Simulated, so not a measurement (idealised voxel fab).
process module | voxel self aligned vias
cross-section cut | 295 nm wide | cells 5 nm
A cross-section is a grid of square cells, given in bands from the top down. A band is one or more rows of cells.
Each band's line starts with the height of the band's top and of its bottom, in nm. Then come its materials from left to right, each with its width in nm. One material with "throughout" fills the band from edge to edge. "air" is empty space.
Height 0 is the level under which the wafer as received is all one material. The lowest band goes on downwards, as in "0 down".
A width such as "30 to 40" changes by the same amount from each row of cells to the next, from the band's top row to its bottom row.
"no change" after a step means that no cell of the cross-section changed.
closed voids: empty space of 8 cells or more with no open way to the top, each as width x height at its distance from the left edge, in nm
after a step's settings: what the simulator itself notes on the step
overlay nm, on a step with a mask: how far to the right of its planned place the mask lay; to the left if negative
plan
1 op RECEIVE | material Si
2 op CONFORMAL_DEP | material SiO2 | thk nm 15
3 op CONFORMAL_DEP | material SiCN | thk nm 5
4 op DIRECTIONAL_DEP | material SiO2 | thk nm 30
5 op PATTERN | tone open | mask id LINES | material resist | width nm 25 | pitch nm 60 | thk nm 20 | overlay nm 0
6 op DIRECTIONAL_ETCH | etch materials SiO2 | depth nm 30
7 op STRIP | etch materials resist
8 op CONFORMAL_DEP | material TiN | thk nm 5
9 op FILL_DEP | material W | thk nm 10
10 op CMP | height nm 50
11 op SELECTIVE_ETCH | etch materials W Ru TiN | depth nm 5
12 op FILL_DEP | material SiN | thk nm 10
13 op CMP | height nm 50
14 op DIRECTIONAL_DEP | material SiO2 | thk nm 15
15 op DIRECTIONAL_DEP | material aC | thk nm 15
16 op PATTERN | tone open | mask id VIAS | material resist | width nm 35 | pitch nm 60 | thk nm 30 | overlay nm 0
17 op DIRECTIONAL_ETCH | etch materials aC | depth nm 15
18 op STRIP | etch materials resist
19 op DIRECTIONAL_ETCH | etch materials SiO2 | depth nm 15
20 op DIRECTIONAL_ETCH | etch materials SiN | depth nm 5
21 op STRIP | etch materials aC
22 op CONFORMAL_DEP | material TiN | thk nm 5
23 op FILL_DEP | material Cu | thk nm 10
24 op CMP | height nm 65
25 op CONFORMAL_DEP | material SiN | thk nm 5
as received, after step 1
  0 down: Si throughout
  closed voids: none
a wafer at the end: this start, this plan, one mistake
  70 to 65: SiN throughout
  65 to 55: SiO2 70 | TiN 5 | Cu 25 | TiN 5 | SiO2 25 | TiN 5 | Cu 25 | TiN 5 | SiO2 25 | TiN 5 | Cu 25 | TiN 5 | SiO2 70
  55 to 50: SiO2 70 | TiN 10 | Cu 15 | TiN 10 | SiO2 25 | TiN 10 | Cu 15 | TiN 10 | SiO2 25 | TiN 10 | Cu 15 | TiN 10 | SiO2 70
  50 to 45: SiO2 75 | TiN 25 | SiO2 35 | TiN 25 | SiO2 35 | TiN 25 | SiO2 75
  45 to 40: SiO2 75 | TiN 5 | W 15 | TiN 5 | SiO2 35 | TiN 5 | W 15 | TiN 5 | SiO2 35 | TiN 5 | W 15 | TiN 5 | SiO2 75
  40 to 35: SiO2 75 | TiN 25 | SiO2 35 | TiN 25 | SiO2 35 | TiN 25 | SiO2 75
  35 to 30: SiCN throughout
  30 to 0: SiO2 throughout
  0 down: Si throughout
  closed voids: none
what went wrong: step 2 was run twice
